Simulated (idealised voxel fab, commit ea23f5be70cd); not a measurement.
A process module follows: voxel capacitor over wiring.
Pictured: cross-section cut, 210 nm wide, on a grid of 5 nm square cells.
When this document writes out a cross-section, it uses a grid of square cells and lists it as bands, beginning at the top and moving down, with a band standing for one or more rows of cells. Look at the band entry: it leads with the top's height and the bottom's height in nm. Then it lists the materials left to right, with a width in nm for each. The word "all across" on a single material says that material fills the band edge to edge. The word "blank" is empty space. Ref level 0: as-received wafer is one material below here. Bottom band extends down with no lower bound ("0 nm and below"). Width spec "30..40" -> top row of cells at first value, bottom row at second value, equal per-row change in between. A step reported as "nothing different" is a step in which no cell of the cross-section changed. This entry, "Unvented cavities", enumerates those empty regions of no fewer than 8 cells that possess no open connection to the top. Each region is reported in the form width x height at distance, the distance being taken from the left edge, with all three quantities expressed in nm. Anything after a step's settings on that line? It's the simulator's own note about the step. overlay nm: how far to the right of its planned place the mask lay on this masked step (negative: to the left). Pairs from here to the end. Each: cross-section before one process step, cross-section after it, the latter only as far down as the lowest band that changed. Under each: the step between, and its settings. Mind that the pairs may be taken from different runs of this module on the same starting wafer; whether a pair continues from the pair above depends on its entry headed "before", and it does only where that entry says so.

BEFORE
  90 nm to 85 nm | 55 TiN, then 15 blank, then 140 TiN
  85 nm to 70 nm | 55 SiO2, then 15 blank, then 140 SiO2
  70 nm to 65 nm | 55 SiO2, then 15 TiN, then 140 SiO2
  65 nm to 45 nm | SiO2 all across
  45 nm to 40 nm | SiCN all across
  40 nm to 15 nm | 45 lowk, then 5 TiN, then 15 Ru, then 5 TiN, then 65 lowk, then 5 TiN, then 15 Ru, then 5 TiN, then 50 lowk
  15 nm to 10 nm | 45 SiCN, then 25 TiN, then 65 SiCN, then 25 TiN, then 50 SiCN
  10 nm to 0 nm | SiO2 all across
  0 nm and below | Si all across
  Unvented cavities: none

SECTION AFTER PROCESSING
  95 nm to 90 nm | 55 Al2O3, then 15 blank, then 140 Al2O3
  90 nm to 85 nm | 55 TiN, then 15 blank, then 140 TiN
  85 nm to 75 nm | 55 SiO2, then 15 blank, then 140 SiO2
  75 nm to 70 nm | 55 SiO2, then 15 Al2O3, then 140 SiO2
  Heights below 70 show no change.
  Unvented cavities: none
The step carried out between the cross-section before it and the cross-section after it, both shown above, is DIRECTIONAL_DEP, material Al2O3, thk nm 5

before: identical to the post-step cross-section of the immediately preceding pair.

SECTION AFTER PROCESSING
  100 nm to 95 nm | 55 TiN, then 15 blank, then 140 TiN
  95 nm to 90 nm | 55 Al2O3, then 15 blank, then 140 Al2O3
  90 nm to 85 nm | 55 TiN, then 15 blank, then 140 TiN
  85 nm to 80 nm | 55 SiO2, then 15 blank, then 140 SiO2
  80 nm to 75 nm | 55 SiO2, then 15 TiN, then 140 SiO2
  Heights below 75 show no change.
  Unvented cavities: none
The step carried out between the cross-section before it and the cross-section after it, both shown above, is DIRECTIONAL_DEP, material TiN, thk nm 5

before: identical to the post-step cross-section of the immediately preceding pair.

SECTION AFTER PROCESSING
  115 nm to 100 nm | 55 aC, then 15 blank, then 140 aC
  100 nm to 95 nm | 55 TiN, then 15 blank, then 140 TiN
  95 nm to 90 nm | 55 Al2O3, then 15 aC, then 140 Al2O3
  90 nm to 85 nm | 55 TiN, then 15 aC, then 140 TiN
  85 nm to 80 nm | 55 SiO2, then 15 aC, then 140 SiO2
  Heights below 80 show no change.
  Unvented cavities: none
The step carried out between the cross-section before it and the cross-section after it, both shown above, is DIRECTIONAL_DEP, material aC, thk nm 15

before: identical to the post-step cross-section of the immediately preceding pair.

SECTION AFTER PROCESSING
  150 nm to 115 nm | 55 blank, then 70 resist, then 85 blank
  115 nm to 100 nm | 55 aC, then 15 resist, then 140 aC
  100 nm to 95 nm | 55 TiN, then 15 resist, then 140 TiN
  Heights below 95 show no change.
  Unvented cavities: none
The step carried out between the cross-section before it and the cross-section after it, both shown above, is PATTERN, tone cover, mask id UPPER_PLATE, material resist, width nm 70, thk nm 35, overlay nm 0

before: identical to the post-step cross-section of the immediately preceding pair.

SECTION AFTER PROCESSING
  135 nm to 115 nm | 55 blank, then 70 resist, then 85 blank
  115 nm to 100 nm | 55 blank, then 15 resist, then 55 aC, then 85 blank
  Heights below 100 show no change.
  Unvented cavities: none
The step carried out between the cross-section before it and the cross-section after it, both shown above, is DIRECTIONAL_ETCH, etch materials aC, depth nm 15

before: identical to the post-step cross-section of the immediately preceding pair.

SECTION AFTER PROCESSING
  115 nm to 100 nm | 70 blank, then 55 aC, then 85 blank
  100 nm to 95 nm | 55 TiN, then 15 blank, then 140 TiN
  Heights below 95 show no change.
  Unvented cavities: none
The step carried out between the cross-section before it and the cross-section after it, both shown above, is STRIP, etch materials resist

before: identical to the post-step cross-section of the immediately preceding pair.

SECTION AFTER PROCESSING
  115 nm to 100 nm | 70 blank, then 55 aC, then 85 blank
  100 nm to 95 nm | 70 blank, then 55 TiN, then 85 blank
  Heights below 95 show no change.
  Unvented cavities: none
The step carried out between the cross-section before it and the cross-section after it, both shown above, is DIRECTIONAL_ETCH, etch materials TiN, depth nm 5

before: identical to the post-step cross-section of the immediately preceding pair.

SECTION AFTER PROCESSING
  115 nm to 100 nm | 70 blank, then 55 aC, then 85 blank
  100 nm to 95 nm | 70 blank, then 55 TiN, then 85 blank
  95 nm to 90 nm | 55 blank, then 15 aC, then 55 Al2O3, then 85 blank
  Heights below 90 show no change.
  Unvented cavities: none
The step carried out between the cross-section before it and the cross-section after it, both shown above, is DIRECTIONAL_ETCH, etch materials Al2O3, depth nm 5

before: identical to the post-step cross-section of the immediately preceding pair.

SECTION AFTER PROCESSING
  100 nm to 95 nm | 70 blank, then 55 TiN, then 85 blank
  95 nm to 90 nm | 70 blank, then 55 Al2O3, then 85 blank
  90 nm to 85 nm | 55 TiN, then 15 blank, then 140 TiN
  85 nm to 80 nm | 55 SiO2, then 15 blank, then 140 SiO2
  Heights below 80 show no change.
  Unvented cavities: none
The step carried out between the cross-section before it and the cross-section after it, both shown above, is STRIP, etch materials aC

before: identical to the post-step cross-section of the immediately preceding pair.

SECTION AFTER PROCESSING
  110 nm to 100 nm | 70 blank, then 55 aC, then 85 blank
  100 nm to 95 nm | 55 aC, then 15 blank, then 55 TiN, then 85 aC
  95 nm to 90 nm | 55 aC, then 15 blank, then 55 Al2O3, then 85 aC
  90 nm to 85 nm | 55 TiN, then 15 aC, then 140 TiN
  85 nm to 80 nm | 55 SiO2, then 15 aC, then 140 SiO2
  Heights below 80 show no change.
  Unvented cavities: none
The step carried out between the cross-section before it and the cross-section after it, both shown above, is DIRECTIONAL_DEP, material aC, thk nm 10

before: identical to the post-step cross-section of the immediately preceding pair.

SECTION AFTER PROCESSING
  135 nm to 110 nm | 50 blank, then 80 resist, then 80 blank
  110 nm to 100 nm | 50 blank, then 20 resist, then 55 aC, then 5 resist, then 80 blank
  100 nm to 95 nm | 55 aC, then 15 resist, then 55 TiN, then 85 aC
  95 nm to 90 nm | 55 aC, then 15 resist, then 55 Al2O3, then 85 aC
  Heights below 90 show no change.
  Unvented cavities: none
The step carried out between the cross-section before it and the cross-section after it, both shown above, is PATTERN, tone cover, mask id LOWER_PLATE, material resist, width nm 80, thk nm 25, overlay nm 0

before: identical to the post-step cross-section of the immediately preceding pair.

SECTION AFTER PROCESSING
  125 nm to 110 nm | 50 blank, then 80 resist, then 80 blank
  110 nm to 100 nm | 50 blank, then 20 resist, then 55 aC, then 5 resist, then 80 blank
  100 nm to 95 nm | 50 blank, then 5 aC, then 15 resist, then 55 TiN, then 5 aC, then 80 blank
  95 nm to 90 nm | 50 blank, then 5 aC, then 15 resist, then 55 Al2O3, then 5 aC, then 80 blank
  Heights below 90 show no change.
  Unvented cavities: none
The step carried out between the cross-section before it and the cross-section after it, both shown above, is DIRECTIONAL_ETCH, etch materials aC, depth nm 10

before: identical to the post-step cross-section of the immediately preceding pair.

SECTION AFTER PROCESSING
  110 nm to 100 nm | 70 blank, then 55 aC, then 85 blank
  100 nm to 95 nm | 50 blank, then 5 aC, then 15 blank, then 55 TiN, then 5 aC, then 80 blank
  95 nm to 90 nm | 50 blank, then 5 aC, then 15 blank, then 55 Al2O3, then 5 aC, then 80 blank
  Heights below 90 show no change.
  Unvented cavities: none
The step carried out between the cross-section before it and the cross-section after it, both shown above, is STRIP, etch materials resist

before: identical to the post-step cross-section of the immediately preceding pair.

SECTION AFTER PROCESSING
  110 nm to 100 nm | 70 blank, then 55 aC, then 85 blank
  100 nm to 95 nm | 50 blank, then 5 aC, then 15 blank, then 55 TiN, then 5 aC, then 80 blank
  95 nm to 90 nm | 50 blank, then 5 aC, then 15 blank, then 55 Al2O3, then 5 aC, then 80 blank
  90 nm to 85 nm | 50 blank, then 5 TiN, then 15 aC, then 60 TiN, then 80 blank
  Heights below 85 show no change.
  Unvented cavities: none
The step carried out between the cross-section before it and the cross-section after it, both shown above, is DIRECTIONAL_ETCH, etch materials TiN, depth nm 5

before: identical to the post-step cross-section of the immediately preceding pair.

SECTION AFTER PROCESSING
  100 nm to 95 nm | 70 blank, then 55 TiN, then 85 blank
  95 nm to 90 nm | 70 blank, then 55 Al2O3, then 85 blank
  90 nm to 85 nm | 50 blank, then 5 TiN, then 15 blank, then 60 TiN, then 80 blank
  85 nm to 80 nm | 55 SiO2, then 15 blank, then 140 SiO2
  Heights below 80 show no change.
  Unvented cavities: none
The step carried out between the cross-section before it and the cross-section after it, both shown above, is STRIP, etch materials aC

before: identical to the post-step cross-section of the immediately preceding pair.

SECTION AFTER PROCESSING
  120 nm to 100 nm | SiO2 all across
  100 nm to 95 nm | 70 SiO2, then 55 TiN, then 85 SiO2
  95 nm to 90 nm | 70 SiO2, then 55 Al2O3, then 85 SiO2
  90 nm to 85 nm | 50 SiO2, then 5 TiN, then 15 SiO2, then 60 TiN, then 80 SiO2
  85 nm to 80 nm | SiO2 all across
  Heights below 80 show no change.
  Unvented cavities: none
The step carried out between the cross-section before it and the cross-section after it, both shown above, is FILL_DEP, material SiO2, thk nm 20

before: identical to the post-step cross-section of the immediately preceding pair.

SECTION AFTER PROCESSING
  95 nm to 90 nm | 70 SiO2, then 55 Al2O3, then 85 SiO2
  Heights below 90 show no change.
  Unvented cavities: none
The step carried out between the cross-section before it and the cross-section after it, both shown above, is CMP, height nm 95

before: identical to the post-step cross-section of the immediately preceding pair.

SECTION AFTER PROCESSING
  115 nm to 95 nm | 65 resist, then 15 blank, then 130 resist
  Heights below 95 show no change.
  Unvented cavities: none
The step carried out between the cross-section before it and the cross-section after it, both shown above, is PATTERN, tone open, mask id PLUG_2, material resist, width nm 15, thk nm 20, overlay nm 0

before: identical to the post-step cross-section of the immediately preceding pair.

SECTION AFTER PROCESSING
  115 nm to 95 nm | 65 resist, then 15 blank, then 130 resist
  95 nm to 90 nm | 65 SiO2, then 5 blank, then 55 Al2O3, then 85 SiO2
  90 nm to 85 nm | 50 SiO2, then 5 TiN, then 10 SiO2, then 5 blank, then 60 TiN, then 80 SiO2
  85 nm to 80 nm | 65 SiO2, then 5 blank, then 140 SiO2
  Heights below 80 show no change.
  Unvented cavities: none
The step carried out between the cross-section before it and the cross-section after it, both shown above, is DIRECTIONAL_ETCH, etch materials SiO2, depth nm 15

before: identical to the post-step cross-section of the immediately preceding pair.

SECTION AFTER PROCESSING
  95 nm to 90 nm | 65 SiO2, then 5 blank, then 55 Al2O3, then 85 SiO2
  Heights below 90 show no change.
  Unvented cavities: none
The step carried out between the cross-section before it and the cross-section after it, both shown above, is STRIP, etch materials resist

before: identical to the post-step cross-section of the immediately preceding pair.

SECTION AFTER PROCESSING
  100 nm to 95 nm | TiN all across
  95 nm to 90 nm | 65 SiO2, then 5 TiN, then 55 Al2O3, then 85 SiO2
  90 nm to 85 nm | 50 SiO2, then 5 TiN, then 10 SiO2, then 65 TiN, then 80 SiO2
  85 nm to 75 nm | 65..55 SiO2, then 5..15 TiN, then 140 SiO2
  Heights below 75 show no change.
  Unvented cavities: none
The step carried out between the cross-section before it and the cross-section after it, both shown above, is CONFORMAL_DEP, material TiN, thk nm 5

before: identical to the post-step cross-section of the immediately preceding pair.

SECTION AFTER PROCESSING
  110 nm to 100 nm | W all across
  Heights below 100 show no change.
  Unvented cavities: none
The step carried out between the cross-section before it and the cross-section after it, both shown above, is FILL_DEP, material W, thk nm 10

before: identical to the post-step cross-section of the immediately preceding pair.

SECTION AFTER PROCESSING
  95 nm to 90 nm | 65 SiO2, then 5 TiN, then 55 Al2O3, then 85 SiO2
  Heights below 90 show no change.
  Unvented cavities: none
The step carried out between the cross-section before it and the cross-section after it, both shown above, is CMP, height nm 95

before: identical to the post-step cross-section of the immediately preceding pair.

SECTION AFTER PROCESSING
  100 nm to 95 nm | SiN all across
  Heights below 95 show no change.
  Unvented cavities: none
The step carried out between the cross-section before it and the cross-section after it, both shown above, is CONFORMAL_DEP, material SiN, thk nm 5

BEFORE
  65 nm to 45 nm | 55 SiO2, then 15 Ru, then 140 SiO2
  45 nm to 40 nm | 55 SiCN, then 15 Ru, then 140 SiCN
  40 nm to 15 nm | 45 lowk, then 5 TiN, then 15 Ru, then 5 TiN, then 65 lowk, then 5 TiN, then 15 Ru, then 5 TiN, then 50 lowk
  15 nm to 10 nm | 45 SiCN, then 25 TiN, then 65 SiCN, then 25 TiN, then 50 SiCN
  10 nm to 0 nm | SiO2 all across
  0 nm and below | Si all across
  Unvented cavities: none

SECTION AFTER PROCESSING
  70 nm to 65 nm | Al2O3 all across
  Heights below 65 show no change.
  Unvented cavities: none
The step carried out between the cross-section before it and the cross-section after it, both shown above, is DIRECTIONAL_DEP, material Al2O3, thk nm 5

before: identical to the post-step cross-section of the immediately preceding pair.

SECTION AFTER PROCESSING
  75 nm to 70 nm | TiN all across
  Heights below 70 show no change.
  Unvented cavities: none
The step carried out between the cross-section before it and the cross-section after it, both shown above, is DIRECTIONAL_DEP, material TiN, thk nm 5

before: identical to the post-step cross-section of the immediately preceding pair.

SECTION AFTER PROCESSING
  80 nm to 70 nm | TiN all across
  Heights below 70 show no change.
  Unvented cavities: none
The step carried out between the cross-section before it and the cross-section after it, both shown above, is DIRECTIONAL_DEP, material TiN, thk nm 5

before: identical to the post-step cross-section of the immediately preceding pair.

SECTION AFTER PROCESSING
  95 nm to 80 nm | aC all across
  Heights below 80 show no change.
  Unvented cavities: none
The step carried out between the cross-section before it and the cross-section after it, both shown above, is DIRECTIONAL_DEP, material aC, thk nm 15

before: identical to the post-step cross-section of the immediately preceding pair.

SECTION AFTER PROCESSING
  130 nm to 95 nm | 55 blank, then 70 resist, then 85 blank
  Heights below 95 show no change.
  Unvented cavities: none
The step carried out between the cross-section before it and the cross-section after it, both shown above, is PATTERN, tone cover, mask id UPPER_PLATE, material resist, width nm 70, thk nm 35, overlay nm 0

before: identical to the post-step cross-section of the immediately preceding pair.

SECTION AFTER PROCESSING
  115 nm to 95 nm | 55 blank, then 70 resist, then 85 blank
  95 nm to 80 nm | 55 blank, then 70 aC, then 85 blank
  Heights below 80 show no change.
  Unvented cavities: none
The step carried out between the cross-section before it and the cross-section after it, both shown above, is DIRECTIONAL_ETCH, etch materials aC, depth nm 15

before: identical to the post-step cross-section of the immediately preceding pair.

SECTION AFTER PROCESSING
  95 nm to 80 nm | 55 blank, then 70 aC, then 85 blank
  Heights below 80 show no change.
  Unvented cavities: none
The step carried out between the cross-section before it and the cross-section after it, both shown above, is STRIP, etch materials resist

before: identical to the post-step cross-section of the immediately preceding pair.

SECTION AFTER PROCESSING
  95 nm to 80 nm | 55 blank, then 70 aC, then 85 blank
  80 nm to 75 nm | 55 blank, then 70 TiN, then 85 blank
  Heights below 75 show no change.
  Unvented cavities: none
The step carried out between the cross-section before it and the cross-section after it, both shown above, is DIRECTIONAL_ETCH, etch materials TiN, depth nm 5

before: identical to the post-step cross-section of the immediately preceding pair.

SECTION AFTER PROCESSING
  80 nm to 75 nm | 55 blank, then 70 TiN, then 85 blank
  Heights below 75 show no change.
  Unvented cavities: none
The step carried out between the cross-section before it and the cross-section after it, both shown above, is STRIP, etch materials aC

before: identical to the post-step cross-section of the immediately preceding pair.

SECTION AFTER PROCESSING
  90 nm to 85 nm | 55 blank, then 70 aC, then 85 blank
  85 nm to 80 nm | aC all across
  80 nm to 75 nm | 55 aC, then 70 TiN, then 85 aC
  Heights below 75 show no change.
  Unvented cavities: none
The step carried out between the cross-section before it and the cross-section after it, both shown above, is DIRECTIONAL_DEP, material aC, thk nm 10

before: identical to the post-step cross-section of the immediately preceding pair.

SECTION AFTER PROCESSING
  115 nm to 90 nm | 50 blank, then 80 resist, then 80 blank
  90 nm to 85 nm | 50 blank, then 5 resist, then 70 aC, then 5 resist, then 80 blank
  Heights below 85 show no change.
  Unvented cavities: none
The step carried out between the cross-section before it and the cross-section after it, both shown above, is PATTERN, tone cover, mask id LOWER_PLATE, material resist, width nm 80, thk nm 25, overlay nm 0

before: identical to the post-step cross-section of the immediately preceding pair.

SECTION AFTER PROCESSING
  105 nm to 90 nm | 50 blank, then 80 resist, then 80 blank
  90 nm to 85 nm | 50 blank, then 5 resist, then 70 aC, then 5 resist, then 80 blank
  85 nm to 80 nm | 50 blank, then 80 aC, then 80 blank
  80 nm to 75 nm | 50 blank, then 5 aC, then 70 TiN, then 5 aC, then 80 blank
  Heights below 75 show no change.
  Unvented cavities: none
The step carried out between the cross-section before it and the cross-section after it, both shown above, is DIRECTIONAL_ETCH, etch materials aC, depth nm 10

before: identical to the post-step cross-section of the immediately preceding pair.

SECTION AFTER PROCESSING
  90 nm to 80 nm | 55..50 blank, then 70..80 aC, then 85..80 blank
  Heights below 80 show no change.
  Unvented cavities: none
The step carried out between the cross-section before it and the cross-section after it, both shown above, is STRIP, etch materials resist

before: identical to the post-step cross-section of the immediately preceding pair.

SECTION AFTER PROCESSING
  90 nm to 80 nm | 55..50 blank, then 70..80 aC, then 85..80 blank
  80 nm to 75 nm | 50 blank, then 5 aC, then 70 TiN, then 5 aC, then 80 blank
  75 nm to 70 nm | 50 blank, then 80 TiN, then 80 blank
  Heights below 70 show no change.
  Unvented cavities: none
The step carried out between the cross-section before it and the cross-section after it, both shown above, is DIRECTIONAL_ETCH, etch materials TiN, depth nm 5

before: identical to the post-step cross-section of the immediately preceding pair.

SECTION AFTER PROCESSING
  80 nm to 70 nm | 55..50 blank, then 70..80 TiN, then 85..80 blank
  Heights below 70 show no change.
  Unvented cavities: none
The step carried out between the cross-section before it and the cross-section after it, both shown above, is STRIP, etch materials aC

before: identical to the post-step cross-section of the immediately preceding pair.

SECTION AFTER PROCESSING
  100 nm to 80 nm | SiO2 all across
  80 nm to 70 nm | 55..50 SiO2, then 70..80 TiN, then 85..80 SiO2
  Heights below 70 show no change.
  Unvented cavities: none
The step carried out between the cross-section before it and the cross-section after it, both shown above, is FILL_DEP, material SiO2, thk nm 20

before: identical to the post-step cross-section of the immediately preceding pair.

SECTION AFTER PROCESSING
  95 nm to 80 nm | SiO2 all across
  Heights below 80 show no change.
  Unvented cavities: none
The step carried out between the cross-section before it and the cross-section after it, both shown above, is CMP, height nm 95

before: identical to the post-step cross-section of the immediately preceding pair.

SECTION AFTER PROCESSING
  115 nm to 95 nm | 65 resist, then 15 blank, then 130 resist
  Heights below 95 show no change.
  Unvented cavities: none
The step carried out between the cross-section before it and the cross-section after it, both shown above, is PATTERN, tone open, mask id PLUG_2, material resist, width nm 15, thk nm 20, overlay nm 0

before: identical to the post-step cross-section of the immediately preceding pair.

SECTION AFTER PROCESSING
  115 nm to 95 nm | 65 resist, then 15 blank, then 130 resist
  95 nm to 80 nm | 65 SiO2, then 15 blank, then 130 SiO2
  Heights below 80 show no change.
  Unvented cavities: none
The step carried out between the cross-section before it and the cross-section after it, both shown above, is DIRECTIONAL_ETCH, etch materials SiO2, depth nm 15

before: identical to the post-step cross-section of the immediately preceding pair.

SECTION AFTER PROCESSING
  95 nm to 80 nm | 65 SiO2, then 15 blank, then 130 SiO2
  Heights below 80 show no change.
  Unvented cavities: none
The step carried out between the cross-section before it and the cross-section after it, both shown above, is STRIP, etch materials resist

before: identical to the post-step cross-section of the immediately preceding pair.

SECTION AFTER PROCESSING
  100 nm to 95 nm | 70 TiN, then 5 blank, then 135 TiN
  95 nm to 85 nm | 65 SiO2, then 5 TiN, then 5 blank, then 5 TiN, then 130 SiO2
  85 nm to 75 nm | 65..55 SiO2, then 15..70 TiN, then 130..85 SiO2
  Heights below 75 show no change.
  Unvented cavities: none
The step carried out between the cross-section before it and the cross-section after it, both shown above, is CONFORMAL_DEP, material TiN, thk nm 5

before: identical to the post-step cross-section of the immediately preceding pair.

SECTION AFTER PROCESSING
  110 nm to 100 nm | W all across
  100 nm to 95 nm | 70 TiN, then 5 W, then 135 TiN
  95 nm to 85 nm | 65 SiO2, then 5 TiN, then 5 W, then 5 TiN, then 130 SiO2
  Heights below 85 show no change.
  Unvented cavities: none
The step carried out between the cross-section before it and the cross-section after it, both shown above, is FILL_DEP, material W, thk nm 10

before: identical to the post-step cross-section of the immediately preceding pair.

SECTION AFTER PROCESSING
  95 nm to 85 nm | 65 SiO2, then 5 TiN, then 5 W, then 5 TiN, then 130 SiO2
  Heights below 85 show no change.
  Unvented cavities: none
The step carried out between the cross-section before it and the cross-section after it, both shown above, is CMP, height nm 95

before: identical to the post-step cross-section of the immediately preceding pair.

SECTION AFTER PROCESSING
  100 nm to 95 nm | SiN all across
  Heights below 95 show no change.
  Unvented cavities: none
The step carried out between the cross-section before it and the cross-section after it, both shown above, is CONFORMAL_DEP, material SiN, thk nm 5

BEFORE
  0 nm and below | Si all across
  Unvented cavities: none

SECTION AFTER PROCESSING
  5 nm to 0 nm | SiO2 all across
  Heights below 0 show no change.
  Unvented cavities: none
The step carried out between the cross-section before it and the cross-section after it, both shown above, is CONFORMAL_DEP, material SiO2, thk nm 5

before: identical to the post-step cross-section of the immediately preceding pair.

SECTION AFTER PROCESSING
  10 nm to 5 nm | SiCN all across
  Heights below 5 show no change.
  Unvented cavities: none
The step carried out between the cross-section before it and the cross-section after it, both shown above, is CONFORMAL_DEP, material SiCN, thk nm 5

before: identical to the post-step cross-section of the immediately preceding pair.

SECTION AFTER PROCESSING
  35 nm to 10 nm | lowk all across
  Heights below 10 show no change.
  Unvented cavities: none
The step carried out between the cross-section before it and the cross-section after it, both shown above, is DIRECTIONAL_DEP, material lowk, thk nm 25

before: identical to the post-step cross-section of the immediately preceding pair.

SECTION AFTER PROCESSING
  55 nm to 35 nm | 45 resist, then 25 blank, then 65 resist, then 25 blank, then 50 resist
  Heights below 35 show no change.
  Unvented cavities: none
The step carried out between the cross-section before it and the cross-section after it, both shown above, is PATTERN, tone open, mask id METAL_1, material resist, width nm 25, pitch nm 90, thk nm 20, overlay nm 0

before: identical to the post-step cross-section of the immediately preceding pair.

SECTION AFTER PROCESSING
  55 nm to 35 nm | 45 resist, then 25 blank, then 65 resist, then 25 blank, then 50 resist
  35 nm to 10 nm | 45 lowk, then 25 blank, then 65 lowk, then 25 blank, then 50 lowk
  Heights below 10 show no change.
  Unvented cavities: none
The step carried out between the cross-section before it and the cross-section after it, both shown above, is DIRECTIONAL_ETCH, etch materials lowk, depth nm 25

before: identical to the post-step cross-section of the immediately preceding pair.

SECTION AFTER PROCESSING
  55 nm to 35 nm | 45 resist, then 25 blank, then 65 resist, then 25 blank, then 50 resist
  35 nm to 10 nm | 45 lowk, then 25 blank, then 65 lowk, then 25 blank, then 50 lowk
  10 nm to 5 nm | 45 SiCN, then 25 blank, then 65 SiCN, then 25 blank, then 50 SiCN
  Heights below 5 show no change.
  Unvented cavities: none
The step carried out between the cross-section before it and the cross-section after it, both shown above, is DIRECTIONAL_ETCH, etch materials SiCN, depth nm 5

before: identical to the post-step cross-section of the immediately preceding pair.

SECTION AFTER PROCESSING
  35 nm to 10 nm | 45 lowk, then 25 blank, then 65 lowk, then 25 blank, then 50 lowk
  Heights below 10 show no change.
  Unvented cavities: none
The step carried out between the cross-section before it and the cross-section after it, both shown above, is STRIP, etch materials resist

before: identical to the post-step cross-section of the immediately preceding pair.

SECTION AFTER PROCESSING
  40 nm to 35 nm | 50 TiN, then 15 blank, then 75 TiN, then 15 blank, then 55 TiN
  35 nm to 10 nm | 45 lowk, then 5 TiN, then 15 blank, then 5 TiN, then 65 lowk, then 5 TiN, then 15 blank, then 5 TiN, then 50 lowk
  10 nm to 5 nm | 45 SiCN, then 25 TiN, then 65 SiCN, then 25 TiN, then 50 SiCN
  Heights below 5 show no change.
  Unvented cavities: none
The step carried out between the cross-section before it and the cross-section after it, both shown above, is CONFORMAL_DEP, material TiN, thk nm 5

before: identical to the post-step cross-section of the immediately preceding pair.

SECTION AFTER PROCESSING
  50 nm to 40 nm | Ru all across
  40 nm to 35 nm | 50 TiN, then 15 Ru, then 75 TiN, then 15 Ru, then 55 TiN
  35 nm to 10 nm | 45 lowk, then 5 TiN, then 15 Ru, then 5 TiN, then 65 lowk, then 5 TiN, then 15 Ru, then 5 TiN, then 50 lowk
  Heights below 10 show no change.
  Unvented cavities: none
The step carried out between the cross-section before it and the cross-section after it, both shown above, is FILL_DEP, material Ru, thk nm 10

before: identical to the post-step cross-section of the immediately preceding pair.

SECTION AFTER PROCESSING
  40 nm to 35 nm | 50 TiN, then 15 Ru, then 75 TiN, then 15 Ru, then 55 TiN
  Heights below 35 show no change.
  Unvented cavities: none
The step carried out between the cross-section before it and the cross-section after it, both shown above, is CMP, height nm 40

before: identical to the post-step cross-section of the immediately preceding pair.

SECTION AFTER PROCESSING
  45 nm to 40 nm | SiCN all across
  Heights below 40 show no change.
  Unvented cavities: none
The step carried out between the cross-section before it and the cross-section after it, both shown above, is CONFORMAL_DEP, material SiCN, thk nm 5

before: identical to the post-step cross-section of the immediately preceding pair.

SECTION AFTER PROCESSING
  65 nm to 45 nm | SiO2 all across
  Heights below 45 show no change.
  Unvented cavities: none
The step carried out between the cross-section before it and the cross-section after it, both shown above, is DIRECTIONAL_DEP, material SiO2, thk nm 20

before: identical to the post-step cross-section of the immediately preceding pair.

SECTION AFTER PROCESSING
  85 nm to 65 nm | 55 resist, then 15 blank, then 140 resist
  Heights below 65 show no change.
  Unvented cavities: none
The step carried out between the cross-section before it and the cross-section after it, both shown above, is PATTERN, tone open, mask id PLUG_1, material resist, width nm 15, thk nm 20, overlay nm 0

before: identical to the post-step cross-section of the immediately preceding pair.

SECTION AFTER PROCESSING
  85 nm to 65 nm | 55 resist, then 15 blank, then 140 resist
  65 nm to 45 nm | 55 SiO2, then 15 blank, then 140 SiO2
  Heights below 45 show no change.
  Unvented cavities: none
The step carried out between the cross-section before it and the cross-section after it, both shown above, is DIRECTIONAL_ETCH, etch materials SiO2, depth nm 20

before: identical to the post-step cross-section of the immediately preceding pair.

SECTION AFTER PROCESSING
  85 nm to 65 nm | 55 resist, then 15 blank, then 140 resist
  65 nm to 45 nm | 55 SiO2, then 15 blank, then 140 SiO2
  45 nm to 40 nm | 55 SiCN, then 15 blank, then 140 SiCN
  Heights below 40 show no change.
  Unvented cavities: none
The step carried out between the cross-section before it and the cross-section after it, both shown above, is DIRECTIONAL_ETCH, etch materials SiCN, depth nm 5

before: identical to the post-step cross-section of the immediately preceding pair.

SECTION AFTER PROCESSING
  65 nm to 45 nm | 55 SiO2, then 15 blank, then 140 SiO2
  Heights below 45 show no change.
  Unvented cavities: none
The step carried out between the cross-section before it and the cross-section after it, both shown above, is STRIP, etch materials resist

before: identical to the post-step cross-section of the immediately preceding pair.

SECTION AFTER PROCESSING
  65 nm to 50 nm | 55 SiO2, then 15 blank, then 140 SiO2
  50 nm to 45 nm | 55 SiO2, then 15 Ru, then 140 SiO2
  45 nm to 40 nm | 55 SiCN, then 15 Ru, then 140 SiCN
  Heights below 40 show no change.
  Unvented cavities: none
The step carried out between the cross-section before it and the cross-section after it, both shown above, is EPI, material Ru, thk nm 10

before: identical to the post-step cross-section of the immediately preceding pair.

SECTION AFTER PROCESSING
  65 nm to 60 nm | 55 SiO2, then 15 blank, then 140 SiO2
  60 nm to 45 nm | 55 SiO2, then 15 Ru, then 140 SiO2
  Heights below 45 show no change.
  Unvented cavities: none
The step carried out between the cross-section before it and the cross-section after it, both shown above, is EPI, material Ru, thk nm 10

before: identical to the post-step cross-section of the immediately preceding pair.

SECTION AFTER PROCESSING
  65 nm to 45 nm | 55 SiO2, then 15 Ru, then 140 SiO2
  Heights below 45 show no change.
  Unvented cavities: none
The step carried out between the cross-section before it and the cross-section after it, both shown above, is EPI, material Ru, thk nm 5

before: identical to the post-step cross-section of the immediately preceding pair.

SECTION AFTER PROCESSING
  70 nm to 65 nm | TiN all across
  Heights below 65 show no change.
  Unvented cavities: none
The step carried out between the cross-section before it and the cross-section after it, both shown above, is DIRECTIONAL_DEP, material TiN, thk nm 5

before: identical to the post-step cross-section of the immediately preceding pair.

SECTION AFTER PROCESSING
  75 nm to 70 nm | Al2O3 all across
  Heights below 70 show no change.
  Unvented cavities: none
The step carried out between the cross-section before it and the cross-section after it, both shown above, is DIRECTIONAL_DEP, material Al2O3, thk nm 5

before: identical to the post-step cross-section of the immediately preceding pair.

SECTION AFTER PROCESSING
  80 nm to 75 nm | TiN all across
  Heights below 75 show no change.
  Unvented cavities: none
The step carried out between the cross-section before it and the cross-section after it, both shown above, is DIRECTIONAL_DEP, material TiN, thk nm 5

before: identical to the post-step cross-section of the immediately preceding pair.

SECTION AFTER PROCESSING
  95 nm to 80 nm | aC all across
  Heights below 80 show no change.
  Unvented cavities: none
The step carried out between the cross-section before it and the cross-section after it, both shown above, is DIRECTIONAL_DEP, material aC, thk nm 15

before: identical to the post-step cross-section of the immediately preceding pair.

SECTION AFTER PROCESSING
  130 nm to 95 nm | 55 blank, then 70 resist, then 85 blank
  Heights below 95 show no change.
  Unvented cavities: none
The step carried out between the cross-section before it and the cross-section after it, both shown above, is PATTERN, tone cover, mask id UPPER_PLATE, material resist, width nm 70, thk nm 35, overlay nm 0

before: identical to the post-step cross-section of the immediately preceding pair.

SECTION AFTER PROCESSING
  115 nm to 95 nm | 55 blank, then 70 resist, then 85 blank
  95 nm to 80 nm | 55 blank, then 70 aC, then 85 blank
  Heights below 80 show no change.
  Unvented cavities: none
The step carried out between the cross-section before it and the cross-section after it, both shown above, is DIRECTIONAL_ETCH, etch materials aC, depth nm 15
